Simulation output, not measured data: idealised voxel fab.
Module name: voxel wiring stack (process module)
FYI the section here is cut, 210 nm wide, cells are 5 nm squares.
Cross-section format: a grid of square cells, given as bands from top to bottom; each band is one or more rows of cells.
It is stipulated that each band's entry specify, in nanometres, the height of the top of the band and then that of its bottom, followed by the materials of the band in left-to-right sequence, each together with its width in nanometres. A single material marked by the word "throughout" is understood to fill the band from edge to edge; the word "blank" is understood to denote empty space.
Where do heights start? At 0: under that level the wafer as delivered is made of one material only. And the lowest band has no floor; it just carries on downward, as in "0 and below".
When a width is written as two numbers, as in "30->40", the first number is the width in the top row of cells of the band and the second is the width in its bottom row, and the width changes by the same amount from each row to the next.
Step note "no change" = no cross-section cell changed.
"Enclosed void entries" contains a list of empty spaces, each no smaller than 8 cells and without an open way to the top, written in the form width x height at distance with the distance from the left edge and all three in nm.
On a step's line, text after the settings is the simulator commenting on that step.
A step line may carry the setting "overlay nm", which, for steps involving a mask, states the distance by which the mask lay to the right of its intended position; negative values denote displacement to the left.

The process steps that were planned are listed below:
| 1 | RECEIVE,material Si |
| 2 | CONFORMAL_DEP,material SiO2,thk nm 15 |
| 3 | DIRECTIONAL_DEP,material TiN,thk nm 5 |
| 4 | DIRECTIONAL_DEP,material Ru,thk nm 20 |
| 5 | MASKED_ETCH,tone cover,mask id METAL_1,width nm 30,pitch nm 60,etch materials Ru,depth nm 20,overlay nm 0 |
| 6 | MASKED_ETCH,tone cover,mask id METAL_1,width nm 30,pitch nm 60,etch materials TiN,depth nm 5,overlay nm 0 |
| 7 | CONFORMAL_DEP,material SiCN,thk nm 5 |
| 8 | FILL_DEP,material SiO2,thk nm 5 |
| 9 | CMP,height nm 40 |
| 10 | CONFORMAL_DEP,material SiCN,thk nm 5 |
| 11 | DIRECTIONAL_DEP,material SiO2,thk nm 10 |
| 12 | MASKED_ETCH,tone open,mask id PLUG_1,width nm 15,etch materials SiO2,depth nm 10,overlay nm 0 |
| 13 | MASKED_ETCH,tone open,mask id PLUG_1,width nm 15,etch materials SiCN,depth nm 5,overlay nm 0 |
| 14 | EPI,material Ru,thk nm 10 |
| 15 | EPI,material Ru,thk nm 5 |
| 16 | CONFORMAL_DEP,material SiN,thk nm 5 |
| 17 | DIRECTIONAL_DEP,material lowk,thk nm 20 |
| 18 | MASKED_ETCH,tone open,mask id METAL_2,width nm 30,pitch nm 60,etch materials lowk,depth nm 20,overlay nm 0 |
| 19 | MASKED_ETCH,tone open,mask id METAL_2,width nm 30,pitch nm 60,etch materials SiN,depth nm 5,overlay nm -15 |
| 20 | CONFORMAL_DEP,material TiN,thk nm 5 |
| 21 | FILL_DEP,material Cu,thk nm 10 |
| 22 | CMP,height nm 80 |
| 23 | EPI,material Ru,thk nm 5 |
| 24 | FILL_DEP,material SiCN,thk nm 5 |
The wafers in this document start out alike and differ in the overlay nm applied at step 19; the plan shows the value used for the first wafer.

The as-received cross-section of the first of several wafers corresponds to the state after step 1:
	0 and below  Si throughout
	Enclosed void entries: none

For your reference, the table is organized with a row per wafer; each row reflects the wafer at the end of the module, indicating for each material the cells gained (+) or lost (-) since receipt, and thereafter its closed voids:
overlay nm -15, +26 Cu, +73 Ru, +153 SiCN, +36 SiN, +308 SiO2, +40 TiN, +120 lowk, Enclosed void entries: none
overlay nm -10, +28 Cu, +73 Ru, +153 SiCN, +34 SiN, +308 SiO2, +40 TiN, +120 lowk, Enclosed void entries: none
overlay nm -5, +30 Cu, +73 Ru, +153 SiCN, +32 SiN, +308 SiO2, +40 TiN, +120 lowk, Enclosed void entries: none
overlay nm 0, +32 Cu, +73 Ru, +153 SiCN, +30 SiN, +308 SiO2, +40 TiN, +120 lowk, Enclosed void entries: none
overlay nm 5, +30 Cu, +73 Ru, +153 SiCN, +32 SiN, +308 SiO2, +40 TiN, +120 lowk, Enclosed void entries: none
overlay nm 10, +28 Cu, +73 Ru, +153 SiCN, +34 SiN, +308 SiO2, +40 TiN, +120 lowk, Enclosed void entries: none
overlay nm 15, +26 Cu, +73 Ru, +153 SiCN, +36 SiN, +308 SiO2, +40 TiN, +120 lowk, Enclosed void entries: none
